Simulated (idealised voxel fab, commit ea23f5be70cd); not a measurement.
The name of this process module is voxel quadruple lines.
cross-section cut | 205 nm wide | cells 5 nm
If you're reading a cross-section in this doc, picture square cells in a grid; it comes to you as bands, top ones listed first down to the bottom, and a band can be one or more rows of cells. Within each band entry, the heights of the top and of the bottom of the band appear first, in that order and in nm; the materials of the band then follow from left to right, each with its corresponding width in nm. The designation "all across" on a single material indicates that it fills the band from edge to edge; the designation "blank" indicates empty space. Height is counted from the level 0, under which the received wafer is composed throughout of one material. The lowest of the bands is not closed at the bottom but continues downward, in the notation "0..down". A width given as "30->40" starts at the first number in the band's top row and ends at the second number in its bottom row, shifting by an equal amount at every step from row to row. What does "changes: none" mean for a step? It means no cell of the cross-section changed in that step. For the entry "closed voids", the listed items are empty spaces with no open way to the top whose size is 8 cells or more; each item follows the pattern width x height at distance, where distance is from the left edge and all three are in nm. On each step's line, the part that comes after the settings is the simulator's own comment on the step. overlay nm, on a step with a mask: how far to the right of its planned place the mask lay; to the left if negative.
## These are the steps we planned for the process
1: RECEIVE | material Si
2: CONFORMAL_DEP | material Al2O3 | thk nm 5
3: DIRECTIONAL_DEP | material W | thk nm 10
4: DIRECTIONAL_DEP | material polySi | thk nm 20
5: DIRECTIONAL_DEP | material aC | thk nm 20
6: PATTERN | tone cover | mask id MANDREL | material resist | width nm 25 | thk nm 30 | overlay nm 0
7: DIRECTIONAL_ETCH | etch materials aC | depth nm 20
8: STRIP | etch materials resist
9: CONFORMAL_DEP | material SiO2 | thk nm 15
10: DIRECTIONAL_ETCH | etch materials SiO2 | depth nm 15
11: STRIP | etch materials aC
12: DIRECTIONAL_ETCH | etch materials polySi | depth nm 20
13: STRIP | etch materials SiO2
14: CONFORMAL_DEP | material SiN | thk nm 5
15: DIRECTIONAL_ETCH | etch materials SiN | depth nm 5
16: STRIP | etch materials polySi
17: DIRECTIONAL_ETCH | etch materials W | depth nm 10
18: STRIP | etch materials SiN
## Cross-section of the wafer at receipt, which is the condition after step 1
	0..down  Si all across
	closed voids: none
## The cross-section shown corresponds to the wafer at the conclusion of the module. The initial structure and the process plan are those presented above; however, one mistake occurred in executing the plan
	15..10  Al2O3 all across
	10..0  W all across
	0..down  Si all across
	closed voids: none
What was done differently from what was planned? steps 2 and 3 got flipped, so each one ran where the other should have
